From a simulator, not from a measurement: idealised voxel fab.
Module name: voxel lift off (process module)
In the cross-section labelled cut, the width is 170 nm and each square cell is 5 nm.
A cross-section in this document is a grid of square cells, and it is written down as bands, the top band listed before the ones below it; a band is made up of one or more rows of cells.
Band: top and bottom heights (nm) first, top before bottom; then materials from left to right, widths in nm. "full width" marks a sole material filling the band edge to edge. "blank" denotes empty space.
Basically, 0 is our baseline, since under it the wafer straight out of the box is all one material. The bottom band has no lower end and keeps on going down, so it looks like "0 and below".
Think of "30 to 40" as a width that walks from the first number to the second as you go down the band, top row to bottom row, taking equal-sized steps from row to row.
Take "nothing changed" at face value: in the step it is given for, the cross-section changed in none of its cells.
Listed in "Closed void list": every empty space of 8 or more cells without an open way to the top. Form: width x height at distance, the distance being from the left edge, all in nm.
On each step's line, the part that comes after the settings is the simulator's own comment on the step.
overlay nm: step with mask; distance mask lay right of planned place; negative value = left of planned place.
SO HERE'S THE LINEUP OF PROCESS STEPS WE PLANNED
1: RECEIVE | material Si
2: CONFORMAL_DEP | material SiN | thk nm 5
3: PATTERN | tone open | mask id LINES | material resist | width nm 20 | pitch nm 50 | thk nm 25 | overlay nm 0
4: DIRECTIONAL_DEP | material Ru | thk nm 10
5: STRIP | etch materials resist
6: CONFORMAL_DEP | material SiCN | thk nm 5
AS-RECEIVED WAFER CROSS-SECTION (AFTER STEP 1)
  0 and below | Si full width
  Closed void list: none
AS-PLANNED RUN: CROSS-SECTION OF THE FIRST OF TWO WAFERS AT END OF MODULE
  20 down to 15 | 45 blank, 30 SiCN, 20 blank, 30 SiCN, 45 blank
  15 down to 10 | 45 blank, 5 SiCN, 20 Ru, 5 SiCN, 20 blank, 5 SiCN, 20 Ru, 5 SiCN, 45 blank
  10 down to 5 | 50 SiCN, 20 Ru, 30 SiCN, 20 Ru, 50 SiCN
  5 down to 0 | SiN full width
  0 and below | Si full width
  Closed void list: none
CROSS-SECTION, SECOND WAFER: SAME START AS THE FIRST, SAME PLAN AS THE FIRST, ONE MISTAKE IN RUNNING IT; TAKEN AT THE END OF THE MODULE
  15 down to 10 | 45 blank, 30 SiCN, 20 blank, 30 SiCN, 45 blank
  10 down to 5 | 45 blank, 5 SiCN, 20 Ru, 5 SiCN, 20 blank, 5 SiCN, 20 Ru, 5 SiCN, 45 blank
  5 down to 0 | 50 SiCN, 20 Ru, 30 SiCN, 20 Ru, 50 SiCN
  0 and below | Si full width
  Closed void list: none
The plan and the run diverged here: not run: step 2 of the plan (skipped)
Wafer comparison, final, in cells, second relative to first, materials more or fewer: -34 SiN
